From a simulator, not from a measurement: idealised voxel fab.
You're looking at the process module voxel double patterning.
In the cross-section labelled cut, the width is 265 nm and each square cell is 5 nm.
In this document a cross-section is written as a grid of square cells. It is given as a series of bands, listed from the top down, and a band is one or more rows of cells.
The entry gives the band's vertical extent as a top height and a bottom height in nm, then its horizontal make-up as materials from left to right, each with a width in nm. "air" stands for empty space; a single material marked "all across" fills the band edge to edge.
Convention: height 0 is the level below which the wafer, as received, is all one material. The lowest band does not terminate at the bottom but continues downward, represented as "0..down".
Top row gets the first number, bottom row gets the second, and each row in between changes by the same step: that is how a band width like "30..40" works.
Any step labelled "nothing different" changed none of the cells in the cross-section.
Entry "Closed void list". Content: empty spaces with no open connection to the top, size 8 cells or greater. Each: width x height at distance. Distance: from left edge. Unit: nm.
On a step's line, text after the settings is the simulator commenting on that step.
overlay nm: right-of-plan distance of the mask on a masked step; negative values mean left-of-plan.
Below is the list of planned process steps
1 RECEIVE: material Si
2 CONFORMAL_DEP: material SiO2, thk nm 5
3 DIRECTIONAL_DEP: material W, thk nm 15
4 DIRECTIONAL_DEP: material SiCN, thk nm 10
5 PATTERN: tone open, mask id FIRST, material resist, width nm 15, pitch nm 50, thk nm 20, overlay nm 0
6 DIRECTIONAL_ETCH: etch materials SiCN, depth nm 10
7 STRIP: etch materials resist
8 MASKED_ETCH: tone open, mask id SECOND, width nm 15, pitch nm 50, etch materials SiCN, depth nm 10, overlay nm 0
9 DIRECTIONAL_ETCH: etch materials W, depth nm 15
10 STRIP: etch materials SiCN
Wafer at receipt (post step 1), cross-section
> 0..down  Si all across
> Closed void list: none
The cross-section shown corresponds to the wafer at the conclusion of the module. The initial structure and the process plan are those presented above; however, one mistake occurred in executing the plan
> 20..0  SiO2 all across
> 0..down  Si all across
> Closed void list: none
Run error: step 3 went in with a setting other than planned; the actual run was DIRECTIONAL_DEP: material SiO2, thk nm 15
